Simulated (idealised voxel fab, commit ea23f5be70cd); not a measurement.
voxel trench capacitor: a process module
Section cut is 235 nm wide and gridded with 5 nm square cells.
Just so we're on the same page, the cross-sections are grids of square cells, and they're listed out in bands top to bottom, each band one or more rows deep. Per band: top height and bottom height in nm, followed by the left-to-right materials and their widths in nm; "full width" marks a single material spanning edge to edge, "air" marks empty space. Basically, 0 is our baseline, since under it the wafer straight out of the box is all one material. The bottom band has no lower end and keeps on going down, so it looks like "0..down". Note: "30..40" means the width goes from the first number (top row of the band) to the second number (bottom row) in equal steps per row of cells. Take "no modifications" at face value: in the step it is given for, the cross-section changed in none of its cells. Entry "Entrapped voids" = empty spaces >= 8 cells with no open way to the top; each as width x height at distance, distance from left edge, all nm. Anything after a step's settings on that line? It's the simulator's own note about the step. When a step includes a mask, the "overlay nm" setting on its line states how far to the right of its planned place that mask lay, and negative values state how far to the left.
Listed below are the process steps as planned:
step 1: RECEIVE [material Si]
step 2: CONFORMAL_DEP [material SiN] [thk nm 5]
step 3: MASKED_ETCH [tone open] [mask id TRENCH] [width nm 25] [pitch nm 55] [etch materials SiN] [depth nm 5] [overlay nm 0]
step 4: MASKED_ETCH [tone open] [mask id TRENCH] [width nm 25] [pitch nm 55] [etch materials Si] [depth nm 40] [overlay nm 0]
step 5: CONFORMAL_DEP [material Al2O3] [thk nm 5]
step 6: FILL_DEP [material polySi] [thk nm 10]
step 7: CMP [height nm 5]
Wafer at receipt (post step 1), cross-section:
* 0..down = Si full width
* Entrapped voids: none
Module complete, cross-section. Starting point and plan per above. One mistake made in running the module:
* -5..-35 = Si: 50, Al2O3: 5, polySi: 15, Al2O3: 5, Si: 30, Al2O3: 5, polySi: 15, Al2O3: 5, Si: 30, Al2O3: 5, polySi: 15, Al2O3: 5, Si: 50
* -35..-40 = Si: 50, Al2O3: 25, Si: 30, Al2O3: 25, Si: 30, Al2O3: 25, Si: 50
* -40..down = Si full width
* Entrapped voids: none
Run error: the process deviated at step 7: the operation and settings actually run there were CMP [height nm -5]
